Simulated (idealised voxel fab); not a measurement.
Process module heading - voxel transistor to metal
The cross-section on display is named cut; it measures 185 nm wide, and its cells are 5 nm squares.
Just so we're on the same page, the cross-sections are grids of square cells, and they're listed out in bands top to bottom, each band one or more rows deep.
Quick guide to a band line: top height, bottom height (nm) up front; then every material left to right with its width in nm. Only one material and it's marked "throughout"? Then it fills the band edge to edge. And "empty" just means empty space.
Heads up on the height convention: 0 is the point under which the incoming wafer is all one material, and the lowest band has no bottom, it just keeps going down, like "0 down".
A two-number width, for instance "30..40", indicates that the width is equal to the first number in the top row of the band and to the second number in the bottom row, and that it changes by a constant amount per row of cells.
Key: "nothing was modified" - step with no changed cell in the cross-section.
What "Closed cavities" gives you is every empty space of 8 cells or more that is cut off from the top. Each appears as width x height at distance, with the distance taken from the left edge and width, height and distance all in nm.
Past the settings on a step's line: simulator remark, on that step.
A step's line can hold "overlay nm"; with a mask on that step, the setting says how far right of the planned place the mask lay, while a negative setting says it lay to the left.
Heads up before you read on: it's before/after pairs around one process step each, after side only down to the lowest band that changed, step plus settings under the pair. Pairs can be from different runs of this module, same starting wafer, so only chain a pair onto the one above if its "Geometry before processing" entry says so.
### Geometry before processing
    80 to 70: empty 45  lowk 15  empty 65  lowk 15  empty 45
    70 to 60: lowk throughout
    60 to 55: SiCN throughout
    55 to 35: SiO2 45  W 15  SiO2 65  W 15  SiO2 45
    35 to 30: SiO2 45  TiN 15  SiO2 65  TiN 15  SiO2 45
    30 to 20: SiO2 45  TiN 5  Ru 5  TiN 5  SiO2 65  TiN 5  Ru 5  TiN 5  SiO2 45
    20 to 10: SiO2 45  TiN 5  Ru 5  TiN 5  SiO2 5  SiN 10  HfO2 5  TiN 5  W 15  TiN 5  HfO2 5  SiN 10  SiO2 5  TiN 5  Ru 5  TiN 5  SiO2 45
    10 to 5: SiO2 45  TiN 15  SiO2 5  SiN 10  HfO2 5  TiN 5  W 15  TiN 5  HfO2 5  SiN 10  SiO2 5  TiN 15  SiO2 45
    5 to 0: SiO2 35  SiN 10  TiN 10  SiGe 10  SiN 10  HfO2 5  TiN 25  HfO2 5  SiN 10  SiGe 10  TiN 10  SiN 10  SiO2 35
    0 to -5: SiO2 45  SiGe 20  SiO2 5  HfO2 45  SiO2 5  SiGe 20  SiO2 45
    -5 to -10: SiO2 45  SiGe 20  Si 55  SiGe 20  SiO2 45
    -10 to -40: SiO2 45  Si 95  SiO2 45
    -40 down: Si throughout
    Closed cavities: none
### Cut View, Post-Step
    85 to 80: empty 40  TiN 25  empty 55  TiN 25  empty 40
    80 to 75: empty 40  TiN 5  lowk 15  TiN 5  empty 55  TiN 5  lowk 15  TiN 5  empty 40
    75 to 70: TiN 45  lowk 15  TiN 65  lowk 15  TiN 45
    Beneath the level 70, the cross-section is identical to its previous state.
    Closed cavities: none
Relating the two cross-sections above, the step in between is CONFORMAL_DEP (material TiN; thk nm 5)
Geometry before processing: the state before this step is the cross-section shown after the step in the pair just above.
### Cut View, Post-Step
    95 to 85: Cu throughout
    85 to 80: Cu 40  TiN 25  Cu 55  TiN 25  Cu 40
    80 to 75: Cu 40  TiN 5  lowk 15  TiN 5  Cu 55  TiN 5  lowk 15  TiN 5  Cu 40
    Beneath the level 75, the cross-section is identical to its previous state.
    Closed cavities: none
Relating the two cross-sections above, the step in between is FILL_DEP (material Cu; thk nm 10)
Geometry before processing: the state before this step is the cross-section shown after the step in the pair just above.
### Cut View, Post-Step
    90 to 85: Cu throughout
    Beneath the level 85, the cross-section is identical to its previous state.
    Closed cavities: none
Relating the two cross-sections above, the step in between is CMP (height nm 90)
Geometry before processing: the state before this step is the cross-section shown after the step in the pair just above.
### Cut View, Post-Step
    95 to 90: SiN throughout
    Beneath the level 90, the cross-section is identical to its previous state.
    Closed cavities: none
Relating the two cross-sections above, the step in between is CONFORMAL_DEP (material SiN; thk nm 5)
